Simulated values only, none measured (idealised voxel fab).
Herein follows the process module entitled voxel capacitor over wiring.
The figure presents cross-section cut, which has a width of 235 nm and is divided into square cells with an edge length of 5 nm.
This document writes a cross-section as a grid whose cells are square, and gives it as bands, listed from the top down; one or more rows of cells form a band. First you get the band's top height and its bottom height, in nm, and then the materials it's made of, left to right, with each width in nm. If you see a single material with "all across", that one covers the band edge to edge. "blank" is empty space. Below 0: as-received wafer, all one material; heights counted from there. Lowest band: no bottom, goes on down, written "top 0, no bottom". So if you see something like "30->40" for the width, read it as the top row of the band sitting at the first number and the bottom row at the second, with every row in between moving by the same amount as the last. Where the words "no change" appear for a step, the cross-section shows no cell changed by that step; every cell remained as before. Under "Voids, sealed" you'll find the enclosed gaps, the ones with no way out to the top, that are 8 cells or bigger; each reads width x height at distance, with distance counted from the left edge, everything in nm. It should be noted that, on the line of a given step, the content following the step's settings is a remark produced by the simulator itself with respect to that step. overlay nm: on a step with a mask, how far right of its planned place the mask lay; negative means left.

List of planned process steps:
1 RECEIVE with material Si
2 CONFORMAL_DEP with material SiO2, thk nm 15
3 CONFORMAL_DEP with material SiCN, thk nm 5
4 DIRECTIONAL_DEP with material SiO2, thk nm 25
5 MASKED_ETCH with tone open, mask id METAL_1, width nm 30, pitch nm 85, etch materials SiO2, depth nm 25, overlay nm 0
6 MASKED_ETCH with tone open, mask id METAL_1, width nm 30, pitch nm 85, etch materials SiCN, depth nm 5, overlay nm 0
7 CONFORMAL_DEP with material TiN, thk nm 5
8 FILL_DEP with material Cu, thk nm 5
9 CMP with height nm 45
10 CONFORMAL_DEP with material SiCN, thk nm 5
11 DIRECTIONAL_DEP with material SiO2, thk nm 20
12 DIRECTIONAL_DEP with material aC, thk nm 15
13 PATTERN with tone open, mask id PLUG_1, material resist, width nm 15, thk nm 30, overlay nm 0
14 DIRECTIONAL_ETCH with etch materials aC, depth nm 15
15 STRIP with etch materials resist
16 DIRECTIONAL_ETCH with etch materials SiO2, depth nm 20
17 DIRECTIONAL_ETCH with etch materials SiCN, depth nm 5
18 STRIP with etch materials aC
19 CONFORMAL_DEP with material TiN, thk nm 5
20 FILL_DEP with material Cu, thk nm 10
21 CMP with height nm 70
22 DIRECTIONAL_DEP with material TiN, thk nm 10
23 DIRECTIONAL_DEP with material HfO2, thk nm 5
24 DIRECTIONAL_DEP with material TiN, thk nm 10
25 PATTERN with tone cover, mask id UPPER_PLATE, material resist, width nm 60, thk nm 15, overlay nm 0
26 DIRECTIONAL_ETCH with etch materials TiN, depth nm 10
27 DIRECTIONAL_ETCH with etch materials HfO2, depth nm 5
28 STRIP with etch materials resist
29 MASKED_ETCH with tone cover, mask id LOWER_PLATE, width nm 70, etch materials TiN, depth nm 10, overlay nm 0
30 FILL_DEP with material SiO2, thk nm 15
31 CMP with height nm 105
32 DIRECTIONAL_DEP with material aC, thk nm 15
33 PATTERN with tone open, mask id PLUG_2, material resist, width nm 15, thk nm 30, overlay nm 0
34 DIRECTIONAL_ETCH with etch materials aC, depth nm 15
35 STRIP with etch materials resist
36 DIRECTIONAL_ETCH with etch materials SiO2, depth nm 10
37 STRIP with etch materials aC
38 CONFORMAL_DEP with material TiN, thk nm 5
39 FILL_DEP with material Ru, thk nm 10
40 CMP with height nm 105
41 CONFORMAL_DEP with material SiN, thk nm 5

Cross-section of the incoming wafer, state after step 1:
* top 0, no bottom: Si all across
* Voids, sealed: none

Cross-sectional result after module completion. Note: starting condition and plan are unchanged from above; one processing mistake was made:
* top 110, bottom 105: SiN all across
* top 105, bottom 100: SiO2 (85) / TiN (5) / Ru (5) / TiN (5) / SiO2 (135)
* top 100, bottom 95: SiO2 (85) / TiN (15) / SiO2 (135)
* top 95, bottom 85: SiO2 (75) / TiN (60) / SiO2 (100)
* top 85, bottom 80: SiO2 (75) / HfO2 (60) / SiO2 (100)
* top 80, bottom 70: SiO2 (70) / TiN (70) / SiO2 (95)
* top 70, bottom 50: SiO2 (75) / TiN (5) / Cu (5) / TiN (5) / SiO2 (145)
* top 50, bottom 45: SiCN (75) / TiN (15) / SiCN (145)
* top 45, bottom 25: Cu (55) / TiN (5) / SiO2 (30) / TiN (5) / Cu (45) / TiN (5) / SiO2 (30) / TiN (5) / Cu (55)
* top 25, bottom 20: TiN (60) / SiO2 (30) / TiN (55) / SiO2 (30) / TiN (60)
* top 20, bottom 15: SiCN all across
* top 15, bottom 0: SiO2 all across
* top 0, no bottom: Si all across
* Voids, sealed: none
what went wrong: step 5: run off-plan, actual operation and settings MASKED_ETCH with tone cover, mask id METAL_1, width nm 30, pitch nm 85, etch materials SiO2, depth nm 25, overlay nm 0
